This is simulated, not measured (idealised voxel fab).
process module | voxel trench capacitor
The figure presents cross-section cut, which has a width of 245 nm and is divided into square cells with an edge length of 5 nm.
Cross-section layout: square cells on a grid; listed as bands, top to bottom; a band spans one or more cell rows.
What a band's entry tells you: where the top is and where the bottom is, as heights in nm, and after that what lies inside, material by material from left to right, each with its width in nm. Empty space is written as the word "air", and a single material marked with the word "all across" occupies the band from edge to edge.
Beneath 0, the wafer as received is one material, and that level is where height counting begins. The lowest band goes on downward without a bottom; it is written like "0 -> down".
So if you see something like "30..40" for the width, read it as the top row of the band sitting at the first number and the bottom row at the second, with every row in between moving by the same amount as the last.
Any step labelled "left unchanged" changed none of the cells in the cross-section.
"Sealed void listing" contains a list of empty spaces, each no smaller than 8 cells and without an open way to the top, written in the form width x height at distance with the distance from the left edge and all three in nm.
Past the settings on a step's line: simulator remark, on that step.
The "overlay nm" setting may appear on a step's line; for a step that uses a mask, it gives how far to the right of its planned position the mask lay, and a negative value indicates the left.
Listed below are the process steps as planned:
1,RECEIVE, material Si
2,CONFORMAL_DEP, material SiN, thk nm 10
3,DIRECTIONAL_DEP, material aC, thk nm 15
4,PATTERN, tone open, mask id TRENCH, material resist, width nm 20, pitch nm 40, thk nm 35, overlay nm 0
5,DIRECTIONAL_ETCH, etch materials aC, depth nm 15
6,STRIP, etch materials resist
7,DIRECTIONAL_ETCH, etch materials SiN, depth nm 10
8,DIRECTIONAL_ETCH, etch materials Si, depth nm 30
9,STRIP, etch materials aC
10,CONFORMAL_DEP, material Al2O3, thk nm 5
11,FILL_DEP, material polySi, thk nm 10
12,CMP, height nm 10
Cross-sectional view of the wafer in its as-received condition, corresponding to the state after step 1:
    0 -> down: Si all across
    Sealed void listing: none
End-of-module cross-section of the first of two wafers, processed as planned:
    10 -> 0: SiN 90 nm, Al2O3 5 nm, polySi 10 nm, Al2O3 5 nm, SiN 20 nm, Al2O3 5 nm, polySi 10 nm, Al2O3 5 nm, SiN 95 nm
    0 -> -25: Si 90 nm, Al2O3 5 nm, polySi 10 nm, Al2O3 5 nm, Si 20 nm, Al2O3 5 nm, polySi 10 nm, Al2O3 5 nm, Si 95 nm
    -25 -> -30: Si 90 nm, Al2O3 20 nm, Si 20 nm, Al2O3 20 nm, Si 95 nm
    -30 -> down: Si all across
    Sealed void listing: none
Wafer two, sectioned after the module: the first wafer's start, the first wafer's plan, and one mistake in how it was run:
    10 -> 0: polySi 85 nm, Al2O3 5 nm, SiN 20 nm, Al2O3 5 nm, polySi 10 nm, Al2O3 5 nm, SiN 20 nm, Al2O3 5 nm, polySi 90 nm
    0 -> -25: polySi 85 nm, Al2O3 5 nm, Si 20 nm, Al2O3 5 nm, polySi 10 nm, Al2O3 5 nm, Si 20 nm, Al2O3 5 nm, polySi 90 nm
    -25 -> -30: Al2O3 90 nm, Si 20 nm, Al2O3 20 nm, Si 20 nm, Al2O3 95 nm
    -30 -> down: Si all across
    Sealed void listing: none
What broke from the plan during processing? note that step 4 departed from the planned setting and was carried out as PATTERN, tone cover, mask id TRENCH, material resist, width nm 20, pitch nm 40, thk nm 35, overlay nm 0
Final cells, second wafer relative to first, materials higher or lower: Al2O3 +33; Si -198; SiN -66; polySi +231
